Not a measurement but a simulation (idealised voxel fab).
process module | voxel tone inversion
The figure presents cross-section cut, which has a width of 225 nm and is divided into square cells with an edge length of 5 nm.
A cross-section in this document is a grid of square cells, and it is written down as bands, the top band listed before the ones below it; a band is made up of one or more rows of cells. Per band: top height and bottom height in nm, followed by the left-to-right materials and their widths in nm; "edge to edge" marks a single material spanning edge to edge, "blank" marks empty space. The level at which height equals 0 is the one under which the wafer, as it arrives, is entirely one material. No lower edge exists for the bottom band, which continues downward and is notated as in "top 0, no bottom". Per-row width for "30..40": begins at first number (top row of band), ends at second number (bottom row), increment between rows held constant. Reading "nothing changed" for a step: not a cell of the cross-section changed in it. Heads up: "Unvented internal voids" only lists the empty pockets with no open path to the top that are 8 cells or more, and it writes them as width x height at distance, distance from the left edge, in nm. Read whatever lies past the settings on a step's line as the simulator's own remark about the step. overlay nm: mask right of planned place by this much (step with mask). Neg. = left.

# Steps planned for the process
1,RECEIVE [material Si]
2,CONFORMAL_DEP [material SiCN] [thk nm 5]
3,DIRECTIONAL_DEP [material polySi] [thk nm 15]
4,PATTERN [tone cover] [mask id POSTS] [material resist] [width nm 15] [pitch nm 50] [thk nm 20] [overlay nm 0]
5,DIRECTIONAL_ETCH [etch materials polySi] [depth nm 15]
6,STRIP [etch materials resist]
7,FILL_DEP [material lowk] [thk nm 10]
8,CMP [height nm 20]
9,STRIP [etch materials polySi]
Quick note for whoever runs this: the wafers start identical, but the width nm at step 4 isn't the same across them. The plan just shows what the first wafer had.

# As-received state after step 1, first of several wafers, cross-section
> top 0, no bottom  Si edge to edge
> Unvented internal voids: none

# Depicted here is the first of several wafers in cross-section, at module completion following the last step, step 9
> top 20, bottom 5  lowk 30; blank 15; lowk 35; blank 15; lowk 35; blank 15; lowk 35; blank 15; lowk 30
> top 5, bottom 0  SiCN edge to edge
> top 0, no bottom  Si edge to edge
> Unvented internal voids: none

# Cross-sectional view, end of module, last wafer of several
> top 20, bottom 5  lowk 20; blank 35; lowk 15; blank 35; lowk 15; blank 35; lowk 15; blank 35; lowk 20
> top 5, bottom 0  SiCN edge to edge
> top 0, no bottom  Si edge to edge
> Unvented internal voids: none

# End of module, by wafer: material-by-material cell gain (+) or loss (-) since receipt, then closed voids
width nm 15; +45 SiCN; +99 lowk; Unvented internal voids: none
width nm 20; +45 SiCN; +87 lowk; Unvented internal voids: none
width nm 25; +45 SiCN; +75 lowk; Unvented internal voids: none
width nm 30; +45 SiCN; +63 lowk; Unvented internal voids: none
width nm 35; +45 SiCN; +51 lowk; Unvented internal voids: none
